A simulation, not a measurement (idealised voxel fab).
Process module in this document: voxel self aligned vias
Section shown: cut. Width: 265 nm. Cell size: 5 nm, square.
If you're reading a cross-section in this doc, picture square cells in a grid; it comes to you as bands, top ones listed first down to the bottom, and a band can be one or more rows of cells.
It is stipulated that each band's entry specify, in nanometres, the height of the top of the band and then that of its bottom, followed by the materials of the band in left-to-right sequence, each together with its width in nanometres. A single material marked by the word "full width" is understood to fill the band from edge to edge; the word "air" is understood to denote empty space.
Note: height 0 marks the level under which the wafer is uniformly one material as received. Lowest band unbounded below, written "from 0 down".
Top row gets the first number, bottom row gets the second, and each row in between changes by the same step: that is how a band width like "30->40" works.
A step reported as "remained the same" is a step in which no cell of the cross-section changed.
The list in "Unvented internal voids" covers empty spaces of 8 cells or more that cannot reach the top through any open way, and it gives each as width x height at distance; the distance is from the left edge, and width, height and distance are in nm.
Formally, on a step line, whatever follows the settings is a remark that the simulator itself makes on the step.
overlay nm: on a step with a mask, how far right of its planned place the mask lay; negative means left.

# The steps planned for the process are as follows
| 1 | RECEIVE | material Si |
| 2 | CONFORMAL_DEP | material SiO2 | thk nm 15 |
| 3 | CONFORMAL_DEP | material SiCN | thk nm 5 |
| 4 | DIRECTIONAL_DEP | material SiO2 | thk nm 30 |
| 5 | MASKED_ETCH | tone open | mask id LINES | width nm 25 | pitch nm 70 | etch materials SiO2 | depth nm 30 | overlay nm 0 |
| 6 | CONFORMAL_DEP | material TiN | thk nm 5 |
| 7 | FILL_DEP | material W | thk nm 10 |
| 8 | CMP | height nm 50 |
| 9 | SELECTIVE_ETCH | etch materials W Ru TiN | depth nm 10 |
| 10 | FILL_DEP | material SiN | thk nm 10 |
| 11 | CMP | height nm 50 |
| 12 | DIRECTIONAL_DEP | material SiO2 | thk nm 15 |
| 13 | DIRECTIONAL_DEP | material aC | thk nm 10 |
| 14 | PATTERN | tone open | mask id VIAS | material resist | width nm 45 | pitch nm 70 | thk nm 25 | overlay nm 0 |
| 15 | DIRECTIONAL_ETCH | etch materials aC | depth nm 10 |
| 16 | STRIP | etch materials resist |
| 17 | DIRECTIONAL_ETCH | etch materials SiO2 | depth nm 15 |
| 18 | DIRECTIONAL_ETCH | etch materials SiN | depth nm 10 |
| 19 | STRIP | etch materials aC |
| 20 | CONFORMAL_DEP | material TiN | thk nm 5 |
| 21 | FILL_DEP | material W | thk nm 10 |
| 22 | CMP | height nm 65 |
| 23 | CONFORMAL_DEP | material SiCN | thk nm 5 |

# As-received state of the wafer in cross-section, equivalent to post-step 1
from 0 down | Si full width
Unvented internal voids: none

# The first of two wafers, cross-sectioned at the end of the module, with the run proceeding as planned
from 70 to 65 | SiCN full width
from 65 to 55 | SiO2: 40 | TiN: 5 | W: 35 | TiN: 5 | SiO2: 25 | TiN: 5 | W: 35 | TiN: 5 | SiO2: 25 | TiN: 5 | W: 35 | TiN: 5 | SiO2: 40
from 55 to 45 | SiO2: 40->50 | TiN: 15->5 | W: 15 | TiN: 15->5 | SiO2: 25->45 | TiN: 15->5 | W: 15 | TiN: 15->5 | SiO2: 25->45 | TiN: 15->5 | W: 15 | TiN: 15->5 | SiO2: 40->50
from 45 to 40 | SiO2: 50 | TiN: 25 | SiO2: 45 | TiN: 25 | SiO2: 45 | TiN: 25 | SiO2: 50
from 40 to 25 | SiO2: 50 | TiN: 5 | W: 15 | TiN: 5 | SiO2: 45 | TiN: 5 | W: 15 | TiN: 5 | SiO2: 45 | TiN: 5 | W: 15 | TiN: 5 | SiO2: 50
from 25 to 20 | SiO2: 50 | TiN: 25 | SiO2: 45 | TiN: 25 | SiO2: 45 | TiN: 25 | SiO2: 50
from 20 to 15 | SiCN full width
from 15 to 0 | SiO2 full width
from 0 down | Si full width
Unvented internal voids: none

# Here's the second of our two wafers sectioned at module end. Same start as the first, same plan, but one mistake got made running it
from 70 to 65 | SiCN full width
from 65 to 50 | SiO2: 40 | TiN: 5 | W: 35 | TiN: 5 | SiO2: 25 | TiN: 5 | W: 35 | TiN: 5 | SiO2: 25 | TiN: 5 | W: 35 | TiN: 5 | SiO2: 40
from 50 to 45 | SiN: 40 | TiN: 15 | W: 15 | TiN: 15 | SiN: 25 | TiN: 15 | W: 15 | TiN: 15 | SiN: 25 | TiN: 15 | W: 15 | TiN: 15 | SiN: 40
from 45 to 40 | SiO2: 50 | TiN: 25 | SiO2: 45 | TiN: 25 | SiO2: 45 | TiN: 25 | SiO2: 50
from 40 to 20 | SiO2: 50 | TiN: 5 | W: 15 | TiN: 5 | SiO2: 45 | TiN: 5 | W: 15 | TiN: 5 | SiO2: 45 | TiN: 5 | W: 15 | TiN: 5 | SiO2: 50
from 20 to 15 | SiO2: 50 | TiN: 25 | SiO2: 45 | TiN: 25 | SiO2: 45 | TiN: 25 | SiO2: 50
from 15 to 0 | SiO2 full width
from 0 down | Si full width
Unvented internal voids: none
Where did the run depart from the plan? step 3 in the plan did not get run; it was skipped
Final comparison by cell count, materials where the second wafer has more or fewer than the first: -53 SiCN | +26 SiN | +6 TiN | +21 W
